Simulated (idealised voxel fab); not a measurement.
Proc. module: voxel transistor to metal
Each square cell in cross-section cut measures 5 nm, and the section as a whole is 170 nm wide.
Think of the cross-section as a grid of square cells. We describe it in bands, top to bottom, and each band covers one or more rows of those cells.
Heights first: top, then bottom, in nm. Then materials, left to right, each with a width in nm. "edge to edge" on a single material: fills the band edge to edge. "empty": empty space.
We count height from 0. Below that, the starting wafer is all one material. The lowest band never ends at the bottom but goes on down; see "z 0 and below" for how that is written.
With a width like "30->40", each row of cells in the band differs from the next by the same amount, the top row carrying the first number and the bottom row the second.
Key: "everything unchanged" - step with no changed cell in the cross-section.
"Closed void entries": sealed empty spaces, 8 cells or more, no open way to top, listed width x height at distance, with distance from the left edge and width, height and distance in nm.
On each step's line, the part that comes after the settings is the simulator's own comment on the step.
"overlay nm" answers the question of how far to the right of plan the mask lay on a step that has a mask, and when it is negative the answer is to the left.
Listed below are the process steps as planned:
1: RECEIVE, material Si
2: OXIDIZE, depth nm 5
3: CONFORMAL_DEP, material SiN, thk nm 10
4: DIRECTIONAL_DEP, material aC, thk nm 10
5: PATTERN, tone cover, mask id ACTIVE, material resist, width nm 105, thk nm 25, overlay nm 0
6: DIRECTIONAL_ETCH, etch materials aC, depth nm 10
7: STRIP, etch materials resist
8: DIRECTIONAL_ETCH, etch materials SiN, depth nm 10
9: DIRECTIONAL_ETCH, etch materials SiO2, depth nm 5
10: DIRECTIONAL_ETCH, etch materials Si, depth nm 30
11: STRIP, etch materials aC
12: FILL_DEP, material SiO2, thk nm 10
13: CMP, height nm 10
14: SELECTIVE_ETCH, etch materials SiO2, depth nm 10
15: STRIP, etch materials SiN
16: SELECTIVE_ETCH, etch materials SiO2, depth nm 5
17: OXIDIZE, depth nm 5
18: DIRECTIONAL_DEP, material polySi, thk nm 30
19: DIRECTIONAL_DEP, material SiCN, thk nm 15
20: DIRECTIONAL_DEP, material aC, thk nm 10
21: PATTERN, tone cover, mask id GATE, material resist, width nm 25, thk nm 25, overlay nm 0
22: DIRECTIONAL_ETCH, etch materials aC, depth nm 10
23: STRIP, etch materials resist
24: DIRECTIONAL_ETCH, etch materials SiCN, depth nm 25
25: DIRECTIONAL_ETCH, etch materials polySi, depth nm 40
26: STRIP, etch materials aC
27: CONFORMAL_DEP, material SiN, thk nm 10
28: DIRECTIONAL_ETCH, etch materials SiN, depth nm 10
29: DIRECTIONAL_ETCH, etch materials SiO2, depth nm 5
30: DIRECTIONAL_ETCH, etch materials Si, depth nm 5
31: EPI, material nSi, thk nm 5
32: FILL_DEP, material SiO2, thk nm 5
33: CMP, height nm 25
34: STRIP, etch materials polySi
35: SELECTIVE_ETCH, etch materials SiO2, depth nm 5
36: CONFORMAL_DEP, material HfO2, thk nm 5
37: CONFORMAL_DEP, material TiN, thk nm 5
38: FILL_DEP, material W, thk nm 5
39: CMP, height nm 20
40: DIRECTIONAL_DEP, material SiO2, thk nm 10
41: MASKED_ETCH, tone open, mask id CONTACT, width nm 20, pitch nm 75, etch materials SiO2, depth nm 40, overlay nm 0
42: CONFORMAL_DEP, material TiN, thk nm 5
43: FILL_DEP, material Ru, thk nm 10
44: CMP, height nm 30
45: CONFORMAL_DEP, material SiCN, thk nm 5
46: DIRECTIONAL_DEP, material SiO2, thk nm 25
47: DIRECTIONAL_DEP, material aC, thk nm 10
48: PATTERN, tone open, mask id METAL_1, material resist, width nm 20, pitch nm 75, thk nm 30, overlay nm 0
49: DIRECTIONAL_ETCH, etch materials aC, depth nm 10
50: STRIP, etch materials resist
51: DIRECTIONAL_ETCH, etch materials SiO2, depth nm 25
52: DIRECTIONAL_ETCH, etch materials SiCN, depth nm 5
53: STRIP, etch materials aC
54: CONFORMAL_DEP, material TiN, thk nm 5
55: FILL_DEP, material Cu, thk nm 5
56: CMP, height nm 60
57: CONFORMAL_DEP, material SiN, thk nm 5
As received (post step 1): cross-section:
  z 0 and below = Si edge to edge
  Closed void entries: none
Cross-section, first of two wafers, end of module, run as planned:
  z 65 to 60 = SiN edge to edge
  z 60 to 35 = SiO2 35 nm, TiN 5 nm, Cu 10 nm, TiN 5 nm, SiO2 55 nm, TiN 5 nm, Cu 10 nm, TiN 5 nm, SiO2 40 nm
  z 35 to 30 = SiCN 35 nm, TiN 20 nm, SiCN 55 nm, TiN 20 nm, SiCN 40 nm
  z 30 to 20 = SiO2 35 nm, TiN 5 nm, Ru 10 nm, TiN 5 nm, SiO2 55 nm, TiN 5 nm, Ru 10 nm, TiN 5 nm, SiO2 40 nm
  z 20 to 0 = SiO2 35 nm, TiN 5 nm, Ru 10 nm, TiN 5 nm, SiO2 5 nm, SiN 10 nm, HfO2 5 nm, TiN 5 nm, W 5 nm, TiN 5 nm, HfO2 5 nm, SiN 10 nm, SiO2 5 nm, TiN 5 nm, Ru 10 nm, TiN 5 nm, SiO2 40 nm
  z 0 to -5 = SiO2 35 nm, TiN 5 nm, Ru 10 nm, TiN 5 nm, SiO2 5 nm, SiN 10 nm, HfO2 5 nm, TiN 15 nm, HfO2 5 nm, SiN 10 nm, SiO2 5 nm, TiN 5 nm, Ru 10 nm, TiN 5 nm, SiO2 40 nm
  z -5 to -10 = SiO2 35 nm, TiN 20 nm, nSi 5 nm, SiO2 5 nm, HfO2 35 nm, SiO2 5 nm, nSi 5 nm, TiN 20 nm, SiO2 40 nm
  z -10 to -15 = SiO2 30 nm, nSi 30 nm, Si 45 nm, nSi 30 nm, SiO2 35 nm
  z -15 to -35 = SiO2 30 nm, Si 105 nm, SiO2 35 nm
  z -35 and below = Si edge to edge
  Closed void entries: none
Cross-sectional view: second of two wafers, end of module; start and plan identical to the first, one mistake in running:
  z 65 to 60 = SiN edge to edge
  z 60 to 50 = SiO2 35 nm, TiN 5 nm, Cu 10 nm, TiN 5 nm, SiO2 55 nm, TiN 5 nm, Cu 10 nm, TiN 5 nm, SiO2 40 nm
  z 50 to 45 = SiCN 35 nm, TiN 20 nm, SiCN 55 nm, TiN 20 nm, SiCN 40 nm
  z 45 to 35 = Ru edge to edge
  z 35 to 30 = TiN 40 nm, Ru 10 nm, TiN 65 nm, Ru 10 nm, TiN 45 nm
  z 30 to 20 = SiO2 35 nm, TiN 5 nm, Ru 10 nm, TiN 5 nm, SiO2 55 nm, TiN 5 nm, Ru 10 nm, TiN 5 nm, SiO2 40 nm
  z 20 to 0 = SiO2 35 nm, TiN 5 nm, Ru 10 nm, TiN 5 nm, SiO2 5 nm, SiN 10 nm, HfO2 5 nm, TiN 5 nm, W 5 nm, TiN 5 nm, HfO2 5 nm, SiN 10 nm, SiO2 5 nm, TiN 5 nm, Ru 10 nm, TiN 5 nm, SiO2 40 nm
  z 0 to -5 = SiO2 35 nm, TiN 5 nm, Ru 10 nm, TiN 5 nm, SiO2 5 nm, SiN 10 nm, HfO2 5 nm, TiN 15 nm, HfO2 5 nm, SiN 10 nm, SiO2 5 nm, TiN 5 nm, Ru 10 nm, TiN 5 nm, SiO2 40 nm
  z -5 to -10 = SiO2 35 nm, TiN 20 nm, nSi 5 nm, SiO2 5 nm, HfO2 35 nm, SiO2 5 nm, nSi 5 nm, TiN 20 nm, SiO2 40 nm
  z -10 to -15 = SiO2 30 nm, nSi 30 nm, Si 45 nm, nSi 30 nm, SiO2 35 nm
  z -15 to -35 = SiO2 30 nm, Si 105 nm, SiO2 35 nm
  z -35 and below = Si edge to edge
  Closed void entries: none
What was done differently from what was planned? yeah, step 44 of the plan got skipped, never ran
Per the end-of-run cell counts, the second wafer holds more or fewer of some materials than the first: Cu: 12 fewer; Ru: 72 more; SiO2: 78 fewer; TiN: 18 more
